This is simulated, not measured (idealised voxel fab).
Process module, titled voxel trench capacitor
Shown is cross-section cut, with a width of 225 nm and square cells of size 5 nm.
Think of the cross-section as a grid of square cells. We describe it in bands, top to bottom, and each band covers one or more rows of those cells.
What a band's entry tells you: where the top is and where the bottom is, as heights in nm, and after that what lies inside, material by material from left to right, each with its width in nm. Empty space is written as the word "blank", and a single material marked with the word "edge to edge" occupies the band from edge to edge.
It should be noted that heights are counted from 0, beneath which the wafer as supplied is of one material throughout, and that the lowest band possesses no lower boundary but continues downward, as written in "top 0, no bottom".
Width spec "30 to 40" -> top row of cells at first value, bottom row at second value, equal per-row change in between.
"same as before" after a step means that no cell of the cross-section changed.
The entry "Sealed cavities" lists the empty spaces that cover at least 8 cells and have no open path to the top. Each is written as width x height at distance, where the distance is measured from the left edge and all three values are in nm.
On a step's line, text after the settings is the simulator commenting on that step.
overlay nm: right-of-plan distance of the mask on a masked step; negative values mean left-of-plan.
[This section lists the process steps that were planned]
1 RECEIVE: material Si
2 CONFORMAL_DEP: material SiN, thk nm 10
3 PATTERN: tone open, mask id TRENCH, material resist, width nm 25, pitch nm 50, thk nm 20, overlay nm 0
4 DIRECTIONAL_ETCH: etch materials SiN, depth nm 10
5 DIRECTIONAL_ETCH: etch materials Si, depth nm 30
6 STRIP: etch materials resist
7 CONFORMAL_DEP: material Al2O3, thk nm 5
8 FILL_DEP: material polySi, thk nm 10
9 CMP: height nm 0
Don't read the plan's height nm for step 9 as applying to every wafer: that's the first wafer's value, and the wafers differ in it, though they all start identical.
[First wafer of several, as received: cross-section after step 1]
    top 0, no bottom: Si edge to edge
    Sealed cavities: none
[The cross-section of the first of several wafers is given below for the end of the module, after its final step, step 9]
    top 0, bottom -25: Si 50 nm; Al2O3 5 nm; polySi 15 nm; Al2O3 5 nm; Si 25 nm; Al2O3 5 nm; polySi 15 nm; Al2O3 5 nm; Si 25 nm; Al2O3 5 nm; polySi 15 nm; Al2O3 5 nm; Si 50 nm
    top -25, bottom -30: Si 50 nm; Al2O3 25 nm; Si 25 nm; Al2O3 25 nm; Si 25 nm; Al2O3 25 nm; Si 50 nm
    top -30, no bottom: Si edge to edge
    Sealed cavities: none
[last wafer at the end]
    top 25, bottom 15: polySi edge to edge
    top 15, bottom 10: Al2O3 55 nm; polySi 15 nm; Al2O3 35 nm; polySi 15 nm; Al2O3 35 nm; polySi 15 nm; Al2O3 55 nm
    top 10, bottom 0: SiN 50 nm; Al2O3 5 nm; polySi 15 nm; Al2O3 5 nm; SiN 25 nm; Al2O3 5 nm; polySi 15 nm; Al2O3 5 nm; SiN 25 nm; Al2O3 5 nm; polySi 15 nm; Al2O3 5 nm; SiN 50 nm
    top 0, bottom -25: Si 50 nm; Al2O3 5 nm; polySi 15 nm; Al2O3 5 nm; Si 25 nm; Al2O3 5 nm; polySi 15 nm; Al2O3 5 nm; Si 25 nm; Al2O3 5 nm; polySi 15 nm; Al2O3 5 nm; Si 50 nm
    top -25, bottom -30: Si 50 nm; Al2O3 25 nm; Si 25 nm; Al2O3 25 nm; Si 25 nm; Al2O3 25 nm; Si 50 nm
    top -30, no bottom: Si edge to edge
    Sealed cavities: none
[Tabulated below, wafer by wafer, are the end-of-module results: for each material, the number of cells gained (+) or lost (-) relative to the as-received state, followed by the closed voids]
height nm 0, +45 Al2O3, -90 Si, +45 polySi, Sealed cavities: none
height nm 5, +51 Al2O3, -90 Si, +30 SiN, +54 polySi, Sealed cavities: none
height nm 10, +57 Al2O3, -90 Si, +60 SiN, +63 polySi, Sealed cavities: none
height nm 15, +93 Al2O3, -90 Si, +60 SiN, +72 polySi, Sealed cavities: none
height nm 20, +93 Al2O3, -90 Si, +60 SiN, +117 polySi, Sealed cavities: none
height nm 25, +93 Al2O3, -90 Si, +60 SiN, +162 polySi, Sealed cavities: none
